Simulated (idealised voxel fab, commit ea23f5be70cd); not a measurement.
process module | voxel released beams
cross-section cut | 290 nm wide | cells 5 nm
A cross-section is a grid of square cells, given in bands from the top down. A band is one or more rows of cells.
Each band's line starts with the height of the band's top and of its bottom, in nm. Then come its materials from left to right, each with its width in nm. One material with "throughout" fills the band from edge to edge. "air" is empty space.
Height 0 is the level under which the wafer as received is all one material. The lowest band goes on downwards, as in "0 down".
A width such as "30 to 40" changes by the same amount from each row of cells to the next, from the band's top row to its bottom row.
"no change" after a step means that no cell of the cross-section changed.
closed voids: empty space of 8 cells or more with no open way to the top, each as width x height at its distance from the left edge, in nm
after a step's settings: what the simulator itself notes on the step
overlay nm, on a step with a mask: how far to the right of its planned place the mask lay; to the left if negative
plan
1 op RECEIVE | material Si
2 op CONFORMAL_DEP | material SiN | thk nm 10
3 op DIRECTIONAL_DEP | material SiO2 | thk nm 10
4 op MASKED_ETCH | tone open | mask id ANCHOR | width nm 40 | etch materials SiO2 | depth nm 10 | overlay nm 0
5 op CONFORMAL_DEP | material TiN | thk nm 15
6 op DIRECTIONAL_DEP | material aC | thk nm 15
7 op PATTERN | tone cover | mask id BEAM | material resist | width nm 100 | thk nm 35 | overlay nm 0
8 op DIRECTIONAL_ETCH | etch materials aC | depth nm 15
9 op STRIP | etch materials resist
10 op DIRECTIONAL_ETCH | etch materials TiN | depth nm 15
11 op STRIP | etch materials aC
12 op STRIP | etch materials SiO2
first wafer, as planned
as received, after step 1
  0 down: Si throughout
  closed voids: none
after step 2
  10 to 0: SiN throughout
  below 0: unchanged
after step 3
  20 to 10: SiO2 throughout
  below 10: unchanged
after step 4
  20 to 10: SiO2 95 | air 40 | SiO2 155
  below 10: unchanged
after step 5
  35 to 25: TiN 110 | air 10 | TiN 170
  25 to 20: TiN throughout
  20 to 10: SiO2 95 | TiN 40 | SiO2 155
  below 10: unchanged
after step 6
  50 to 40: aC 110 | air 10 | aC 170
  40 to 35: aC throughout
  35 to 25: TiN 110 | aC 10 | TiN 170
  below 25: unchanged
after step 7
  85 to 50: air 90 | resist 100 | air 100
  50 to 40: aC 110 | resist 10 | aC 170
  below 40: unchanged
after step 8
  70 to 50: air 90 | resist 100 | air 100
  50 to 40: air 90 | aC 20 | resist 10 | aC 70 | air 100
  40 to 35: air 90 | aC 100 | air 100
  below 35: unchanged
after step 9
  50 to 40: air 90 | aC 20 | air 10 | aC 70 | air 100
  below 40: unchanged
after step 10
  50 to 40: air 90 | aC 20 | air 10 | aC 70 | air 100
  40 to 35: air 90 | aC 100 | air 100
  35 to 25: air 90 | TiN 20 | aC 10 | TiN 70 | air 100
  25 to 20: air 90 | TiN 100 | air 100
  below 20: unchanged
after step 11
  35 to 25: air 90 | TiN 20 | air 10 | TiN 70 | air 100
  below 25: unchanged
after step 12
  35 to 25: air 90 | TiN 20 | air 10 | TiN 70 | air 100
  25 to 20: air 90 | TiN 100 | air 100
  20 to 10: air 95 | TiN 40 | air 155
  below 10: unchanged
second wafer: like start, like plan, one mistake. Through step 6 it matches the first wafer
when step 7 should have ended
  85 to 50: air 95 | resist 95 | air 100
  50 to 40: aC 110 | resist 10 | aC 170
  below 40: unchanged
when step 8 should have ended
  70 to 50: air 95 | resist 95 | air 100
  50 to 40: air 95 | aC 15 | resist 10 | aC 70 | air 100
  40 to 35: air 95 | aC 95 | air 100
  below 35: unchanged
when step 9 should have ended
  50 to 40: air 95 | aC 15 | air 10 | aC 70 | air 100
  below 40: unchanged
when step 10 should have ended
  50 to 40: air 95 | aC 15 | air 10 | aC 70 | air 100
  40 to 35: air 95 | aC 95 | air 100
  35 to 25: air 95 | TiN 15 | aC 10 | TiN 70 | air 100
  25 to 20: air 95 | TiN 95 | air 100
  below 20: unchanged
when step 11 should have ended
  35 to 25: air 95 | TiN 15 | air 10 | TiN 70 | air 100
  below 25: unchanged
when step 12 should have ended
  35 to 25: air 95 | TiN 15 | air 10 | TiN 70 | air 100
  25 to 20: air 95 | TiN 95 | air 100
  20 to 10: air 95 | TiN 40 | air 155
  below 10: unchanged
what went wrong: step 7 ran as: op PATTERN | tone cover | mask id BEAM | material resist | width nm 95 | thk nm 35 | overlay nm 0
at the end the second wafer has, in cells: 3 fewer of TiN
